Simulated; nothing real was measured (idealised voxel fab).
Process module under the name voxel transistor to metal
Pictured: cross-section cut, 200 nm wide, on a grid of 5 nm square cells.
A cross-section is written here as square cells arranged in a grid, and it is given in bands from the top down, each band taking up one or more rows of cells.
Per band: top height and bottom height in nm, followed by the left-to-right materials and their widths in nm; "edge to edge" marks a single material spanning edge to edge, "blank" marks empty space.
Measure heights from 0. That's the level where, below it, the as-received wafer is all one material. The lowest band is bottomless and extends downward; write it as in "0 and below".
So if you see something like "30 to 40" for the width, read it as the top row of the band sitting at the first number and the bottom row at the second, with every row in between moving by the same amount as the last.
Where a step carries "remained the same", the cross-section came out of it unchanged, cell for cell.
Closed empty spaces (no open way to the top) of 8 cells or more are what "Sealed-off cavities" lists, each as width x height at distance from the left edge, nm for all three.
after a step's settings: what the simulator itself notes on the step
Each step line may optionally specify "overlay nm", which for a step with a mask gives the rightward distance between the mask's planned place and where it lay, a negative value indicating the leftward direction.
BELOW IS THE LIST OF PLANNED PROCESS STEPS
1. RECEIVE, material Si
2. CONFORMAL_DEP, material SiO2, thk nm 5
3. CONFORMAL_DEP, material SiN, thk nm 15
4. DIRECTIONAL_DEP, material aC, thk nm 15
5. PATTERN, tone cover, mask id ACTIVE, material resist, width nm 125, thk nm 35, overlay nm 0
6. DIRECTIONAL_ETCH, etch materials aC, depth nm 15
7. STRIP, etch materials resist
8. DIRECTIONAL_ETCH, etch materials SiN, depth nm 15
9. DIRECTIONAL_ETCH, etch materials SiO2, depth nm 5
10. DIRECTIONAL_ETCH, etch materials Si, depth nm 25
11. STRIP, etch materials aC
12. OXIDIZE, depth nm 5
13. FILL_DEP, material SiO2, thk nm 5
14. CMP, height nm 20
15. SELECTIVE_ETCH, etch materials SiO2, depth nm 5
16. STRIP, etch materials SiN
17. SELECTIVE_ETCH, etch materials SiO2, depth nm 5
18. OXIDIZE, depth nm 5
19. DIRECTIONAL_DEP, material polySi, thk nm 30
20. DIRECTIONAL_DEP, material SiCN, thk nm 15
21. PATTERN, tone cover, mask id GATE, material resist, width nm 25, thk nm 15, overlay nm 0
22. DIRECTIONAL_ETCH, etch materials SiCN, depth nm 25
23. DIRECTIONAL_ETCH, etch materials polySi, depth nm 40
24. STRIP, etch materials resist
25. CONFORMAL_DEP, material SiO2, thk nm 5
26. DIRECTIONAL_ETCH, etch materials SiO2, depth nm 5
27. CONFORMAL_DEP, material SiN, thk nm 5
28. DIRECTIONAL_ETCH, etch materials SiN, depth nm 5
29. DIRECTIONAL_ETCH, etch materials SiO2, depth nm 5
30. DIRECTIONAL_ETCH, etch materials Si, depth nm 15
31. EPI, material SiGe, thk nm 20
32. FILL_DEP, material SiO2, thk nm 10
33. CMP, height nm 45
34. DIRECTIONAL_DEP, material SiO2, thk nm 15
35. MASKED_ETCH, tone open, mask id CONTACT, width nm 20, pitch nm 85, etch materials SiO2, depth nm 60, overlay nm 0
36. CONFORMAL_DEP, material TiN, thk nm 5
37. FILL_DEP, material Ru, thk nm 10
38. CMP, height nm 60
39. CONFORMAL_DEP, material SiCN, thk nm 5
40. DIRECTIONAL_DEP, material SiO2, thk nm 25
41. DIRECTIONAL_DEP, material aC, thk nm 15
42. PATTERN, tone open, mask id METAL_1, material resist, width nm 20, pitch nm 85, thk nm 30, overlay nm 0
43. DIRECTIONAL_ETCH, etch materials aC, depth nm 15
44. STRIP, etch materials resist
45. DIRECTIONAL_ETCH, etch materials SiO2, depth nm 25
46. DIRECTIONAL_ETCH, etch materials SiCN, depth nm 5
47. STRIP, etch materials aC
48. CONFORMAL_DEP, material TiN, thk nm 5
49. FILL_DEP, material Ru, thk nm 10
50. CMP, height nm 90
51. CONFORMAL_DEP, material SiCN, thk nm 5
DELIVERED WAFER IN CROSS-SECTION: STATE AFTER STEP 1
	0 and below  Si edge to edge
	Sealed-off cavities: none
SECTIONED VIEW, FIRST OF TWO WAFERS, AT THE CLOSE OF THE MODULE, PROCESSED AS INTENDED IN THE PLAN
	95 down to 90  SiCN edge to edge
	90 down to 65  SiO2=45 | TiN=5 | Ru=10 | TiN=5 | SiO2=65 | TiN=5 | Ru=10 | TiN=5 | SiO2=50
	65 down to 60  SiCN=45 | TiN=20 | SiCN=65 | TiN=20 | SiCN=50
	60 down to 45  SiO2=45 | TiN=5 | Ru=10 | TiN=5 | SiO2=65 | TiN=5 | Ru=10 | TiN=5 | SiO2=50
	45 down to 30  SiO2=45 | TiN=5 | Ru=10 | TiN=5 | SiO2=10 | SiN=5 | SiO2=5 | SiCN=25 | SiO2=5 | SiN=5 | SiO2=10 | TiN=5 | Ru=10 | TiN=5 | SiO2=50
	30 down to 20  SiO2=45 | TiN=5 | Ru=10 | TiN=5 | SiO2=10 | SiN=5 | SiO2=5 | polySi=25 | SiO2=5 | SiN=5 | SiO2=10 | TiN=5 | Ru=10 | TiN=5 | SiO2=50
	20 down to 15  SiO2=45 | TiN=20 | SiO2=10 | SiN=5 | SiO2=5 | polySi=25 | SiO2=5 | SiN=5 | SiO2=10 | TiN=20 | SiO2=50
	15 down to 10  SiO2=45 | TiN=10 | SiGe=20 | SiN=5 | SiO2=5 | polySi=25 | SiO2=5 | SiN=5 | SiGe=20 | TiN=10 | SiO2=50
	10 down to 0  SiO2=35 | SiN=5 | SiO2=5 | TiN=10 | SiGe=20 | SiN=5 | SiO2=5 | polySi=25 | SiO2=5 | SiN=5 | SiGe=20 | TiN=10 | SiO2=5 | SiN=5 | SiO2=40
	0 down to -5  SiO2=40 | SiGe=35 | SiO2=45 | SiGe=35 | SiO2=45
	-5 down to -20  SiO2=40 | SiGe=35 | Si=45 | SiGe=35 | SiO2=45
	-20 down to -30  SiO2=40 | Si=115 | SiO2=45
	-30 and below  Si edge to edge
	Sealed-off cavities: none
THE SECOND WAFER, SHOWN IN CROSS-SECTION AFTER THE MODULE: STARTED THE SAME WAY AS THE FIRST AND GIVEN THE SAME PLAN, YET ONE MISTAKE CREPT INTO HOW IT WAS RUN
	95 down to 90  SiCN edge to edge
	90 down to 65  SiO2=45 | TiN=5 | Ru=10 | TiN=5 | SiO2=65 | TiN=5 | Ru=10 | TiN=5 | SiO2=50
	65 down to 60  SiCN=45 | TiN=20 | SiCN=65 | TiN=20 | SiCN=50
	60 down to 45  SiO2=45 | TiN=5 | Ru=10 | TiN=5 | SiO2=65 | TiN=5 | Ru=10 | TiN=5 | SiO2=50
	45 down to 30  SiO2=45 | TiN=5 | Ru=10 | TiN=5 | SiO2=20 | SiN=5 | SiO2=5 | SiCN=25 | SiO2=5 | SiN=5 | TiN=5 | Ru=10 | TiN=5 | SiO2=50
	30 down to 20  SiO2=45 | TiN=5 | Ru=10 | TiN=5 | SiO2=20 | SiN=5 | SiO2=5 | polySi=25 | SiO2=5 | SiN=5 | TiN=5 | Ru=10 | TiN=5 | SiO2=50
	20 down to 15  SiO2=45 | TiN=5 | Ru=10 | TiN=5 | SiO2=20 | SiN=5 | SiO2=5 | polySi=25 | SiO2=5 | SiN=5 | TiN=20 | SiO2=50
	15 down to 10  SiO2=45 | TiN=5 | Ru=10 | TiN=5 | SiGe=20 | SiN=5 | SiO2=5 | polySi=25 | SiO2=5 | SiN=5 | SiGe=20 | SiO2=50
	10 down to 5  SiO2=35 | SiN=5 | SiO2=5 | TiN=5 | Ru=10 | TiN=5 | SiGe=20 | SiN=5 | SiO2=5 | polySi=25 | SiO2=5 | SiN=5 | SiGe=20 | SiO2=5 | SiN=5 | SiO2=40
	5 down to 0  SiO2=35 | SiN=5 | SiO2=5 | TiN=20 | SiGe=20 | SiN=5 | SiO2=5 | polySi=25 | SiO2=5 | SiN=5 | SiGe=20 | SiO2=5 | SiN=5 | SiO2=40
	0 down to -5  SiO2=40 | SiGe=45 | SiO2=45 | SiGe=25 | SiO2=45
	-5 down to -20  SiO2=40 | SiGe=45 | Si=45 | SiGe=25 | SiO2=45
	-20 down to -30  SiO2=40 | Si=115 | SiO2=45
	-30 and below  Si edge to edge
	Sealed-off cavities: none
Processing error: heads up, step 21 didn't go per plan, it actually ran as PATTERN, tone cover, mask id GATE, material resist, width nm 25, thk nm 15, overlay nm 10
Final cells, second wafer relative to first, materials higher or lower: +6 Ru | -6 TiN
